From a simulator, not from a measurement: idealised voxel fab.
The following process module bears the name voxel spacer lines.
The cross-section on display is named cut; it measures 200 nm wide, and its cells are 5 nm squares.
In what follows, cross-sections appear as grids of square cells, described through bands that run from the top down, where every band is one or more rows of cells.
Look at the band entry: it leads with the top's height and the bottom's height in nm. Then it lists the materials left to right, with a width in nm for each. The word "everywhere" on a single material says that material fills the band edge to edge. The word "air" is empty space.
Heights are measured from 0, the level below which the as-received wafer is all one material; the lowest band has no bottom and continues downward, written as in "0 down".
It should be noted that a width expressed as "30 to 40" varies in equal increments from row to row of cells within the band, taking the value of the first number at the top row and that of the second number at the bottom row.
A step reported as "nothing got changed" is a step in which no cell of the cross-section changed.
Entry "Unvented cavities" = empty spaces >= 8 cells with no open way to the top; each as width x height at distance, distance from left edge, all nm.
Heads up: the bit after the settings on a step's line is the simulator's remark on that step.
overlay nm: for a step with a mask, the amount by which the mask lay right of where it was planned; a negative amount means left of it.

## Here's what the planned process steps look like
1: RECEIVE: material Si
2: CONFORMAL_DEP: material Al2O3, thk nm 5
3: DIRECTIONAL_DEP: material W, thk nm 15
4: DIRECTIONAL_DEP: material polySi, thk nm 25
5: PATTERN: tone cover, mask id MANDREL, material resist, width nm 20, pitch nm 70, thk nm 35, overlay nm 0
6: DIRECTIONAL_ETCH: etch materials polySi, depth nm 25
7: STRIP: etch materials resist
8: CONFORMAL_DEP: material SiN, thk nm 15
9: DIRECTIONAL_ETCH: etch materials SiN, depth nm 15
10: STRIP: etch materials polySi
11: DIRECTIONAL_ETCH: etch materials W, depth nm 15
12: STRIP: etch materials SiN
13: FILL_DEP: material lowk, thk nm 5
14: CMP: height nm 20

## Cross-section of the incoming wafer, state after step 1
  0 down | Si everywhere
  Unvented cavities: none

## Figure: cross-sectional view of the wafer upon completion of the module, processed from the initial state and according to the plan depicted above, with one error introduced during execution
  20 to 5 | lowk everywhere
  5 to 0 | Al2O3 everywhere
  0 down | Si everywhere
  Unvented cavities: none
In executing the process, a mistake was made relative to the plan: step 3 changed vs plan, executed as DIRECTIONAL_DEP: material lowk, thk nm 15
